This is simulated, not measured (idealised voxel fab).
process module | voxel fin reveal
cross-section cut | 240 nm wide | cells 5 nm
A cross-section is a grid of square cells, given in bands from the top down. A band is one or more rows of cells.
Each band's line starts with the height of the band's top and of its bottom, in nm. Then come its materials from left to right, each with its width in nm. One material with "throughout" fills the band from edge to edge. "air" is empty space.
Height 0 is the level under which the wafer as received is all one material. The lowest band goes on downwards, as in "0 down".
A width such as "30 to 40" changes by the same amount from each row of cells to the next, from the band's top row to its bottom row.
"no change" after a step means that no cell of the cross-section changed.
closed voids: empty space of 8 cells or more with no open way to the top, each as width x height at its distance from the left edge, in nm
after a step's settings: what the simulator itself notes on the step
overlay nm, on a step with a mask: how far to the right of its planned place the mask lay; to the left if negative
plan
1 op RECEIVE | material Si
2 op CONFORMAL_DEP | material SiN | thk nm 5
3 op PATTERN | tone cover | mask id FINS | material resist | width nm 15 | pitch nm 35 | thk nm 15 | overlay nm 0
4 op DIRECTIONAL_ETCH | etch materials SiN | depth nm 5
5 op DIRECTIONAL_ETCH | etch materials Si | depth nm 35
6 op STRIP | etch materials resist
7 op FILL_DEP | material SiO2 | thk nm 15
8 op CMP | height nm 5
9 op SELECTIVE_ETCH | etch materials SiO2 | depth nm 15
10 op STRIP | etch materials SiN
as received, after step 1
  0 down: Si throughout
  closed voids: none
first wafer at the end, as planned
  0 to -10: air 60 | Si 15 | air 20 | Si 15 | air 20 | Si 15 | air 20 | Si 15 | air 60
  -10 to -35: SiO2 60 | Si 15 | SiO2 20 | Si 15 | SiO2 20 | Si 15 | SiO2 20 | Si 15 | SiO2 60
  -35 down: Si throughout
  closed voids: none
second wafer at the end: like start, like plan, one mistake
  0 to -10: air 60 | Si 20 | air 15 | Si 20 | air 15 | Si 20 | air 15 | Si 20 | air 55
  -10 to -35: SiO2 60 | Si 20 | SiO2 15 | Si 20 | SiO2 15 | Si 20 | SiO2 15 | Si 20 | SiO2 55
  -35 down: Si throughout
  closed voids: none
what went wrong: step 3 ran as: op PATTERN | tone cover | mask id FINS | material resist | width nm 20 | pitch nm 35 | thk nm 15 | overlay nm 0
at the end the second wafer has, in cells: 28 more of Si | 20 fewer of SiO2
